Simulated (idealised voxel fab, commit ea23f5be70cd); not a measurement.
process module | voxel released beams
cross-section cut | 200 nm wide | cells 5 nm
A cross-section is a grid of square cells, given in bands from the top down. A band is one or more rows of cells.
Each band's line starts with the height of the band's top and of its bottom, in nm. Then come its materials from left to right, each with its width in nm. One material with "throughout" fills the band from edge to edge. "air" is empty space.
Height 0 is the level under which the wafer as received is all one material. The lowest band goes on downwards, as in "0 down".
A width such as "30 to 40" changes by the same amount from each row of cells to the next, from the band's top row to its bottom row.
"no change" after a step means that no cell of the cross-section changed.
closed voids: empty space of 8 cells or more with no open way to the top, each as width x height at its distance from the left edge, in nm
after a step's settings: what the simulator itself notes on the step
overlay nm, on a step with a mask: how far to the right of its planned place the mask lay; to the left if negative
plan
1 op RECEIVE | material Si
2 op CONFORMAL_DEP | material Al2O3 | thk nm 10
3 op DIRECTIONAL_DEP | material SiO2 | thk nm 20
4 op MASKED_ETCH | tone open | mask id ANCHOR | width nm 25 | etch materials SiO2 | depth nm 10 | overlay nm 0
5 op CONFORMAL_DEP | material polySi | thk nm 10
6 op MASKED_ETCH | tone cover | mask id BEAM | width nm 75 | etch materials polySi | depth nm 10 | overlay nm 0
7 op STRIP | etch materials SiO2
varied across the wafers: depth nm of step 4. The plan shows the first wafer's value. All wafers start alike
first wafer as received, after step 1
  0 down: Si throughout
  closed voids: none
each wafer at the end: cells of each material gained (+) or lost (-) since it was received, then its closed voids
depth nm 10 | +80 Al2O3 | closed voids: none
depth nm 15 | +80 Al2O3 | closed voids: none
depth nm 20 | +80 Al2O3 | +46 polySi | closed voids: none
depth nm 25 | +80 Al2O3 | +46 polySi | closed voids: none
depth nm 30 | +80 Al2O3 | +46 polySi | closed voids: none
depth nm 35 | +80 Al2O3 | +46 polySi | closed voids: none
